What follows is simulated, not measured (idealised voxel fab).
The following is a process module called voxel self aligned contacts.
Section shown: cut. Width: 210 nm. Cell size: 5 nm, square.
Square cells in a grid make up a cross-section in this document, and the grid is given as bands, listed from the top down, each one or more rows of cells. In this notation a band is specified by the heights of its top and bottom, in that order and in nm, after which its materials appear from left to right, each paired with its width in nm. The word "everywhere" attached to a single material means that material fills the band from edge to edge; the word "empty" stands for empty space. Convention: height 0 is the level below which the wafer, as received, is all one material. The lowest band does not terminate at the bottom but continues downward, represented as "from 0 down". The width entry "30->40" should be interpreted row by row: the top row of cells in the band takes the first number, the bottom row takes the second number, and the change between adjacent rows is uniform throughout. You'll sometimes find "nothing different" written for a step, and that's the way of saying that nowhere in the cross-section did a cell change during that step. "Closed-off voids" specifies each empty space that is not open to the top and that occupies no fewer than 8 cells, using the form width x height at distance, the distance measured from the left edge and all three quantities in nm. Where a step's line continues beyond its settings, the continuation is a remark by the simulator itself on that step. "overlay nm" answers the question of how far to the right of plan the mask lay on a step that has a mask, and when it is negative the answer is to the left.

# List of planned process steps
1. RECEIVE: material Si
2. OXIDIZE: depth nm 5
3. DIRECTIONAL_DEP: material polySi, thk nm 30
4. DIRECTIONAL_DEP: material SiN, thk nm 20
5. PATTERN: tone cover, mask id GATE, material resist, width nm 30, pitch nm 65, thk nm 20, overlay nm 0
6. DIRECTIONAL_ETCH: etch materials SiN, depth nm 20
7. DIRECTIONAL_ETCH: etch materials polySi, depth nm 30
8. STRIP: etch materials resist
9. CONFORMAL_DEP: material SiN, thk nm 10
10. DIRECTIONAL_ETCH: etch materials SiN, depth nm 10
11. FILL_DEP: material SiO2, thk nm 15
12. CMP: height nm 55
13. PATTERN: tone open, mask id CONTACT, material resist, width nm 45, pitch nm 65, thk nm 15, overlay nm 0
14. DIRECTIONAL_ETCH: etch materials SiO2, depth nm 60
15. STRIP: etch materials resist
16. CONFORMAL_DEP: material TiN, thk nm 5
17. FILL_DEP: material W, thk nm 5
18. CMP: height nm 55
19. CONFORMAL_DEP: material SiCN, thk nm 5

# Step 1 complete: cross-section of the wafer as received
from 0 down  Si everywhere
Closed-off voids: none

# This is how the wafer looks in cross-section once the module is done, given the starting state and plan above and one mistake in carrying the plan out
from 60 to 55  SiCN everywhere
from 55 to 40  SiO2 15 | SiN 50 | TiN 5 | W 5 | TiN 5 | SiN 50 | TiN 5 | W 5 | TiN 5 | SiN 50 | SiO2 15
from 40 to 35  SiO2 15 | SiN 50 | TiN 15 | SiN 50 | TiN 15 | SiN 50 | SiO2 15
from 35 to 30  SiN everywhere
from 30 to 0  polySi everywhere
from 0 to -5  SiO2 everywhere
from -5 down  Si everywhere
Closed-off voids: none
Deviation noted in wafer processing: not per plan at step 4, really ran DIRECTIONAL_DEP: material SiN, thk nm 25
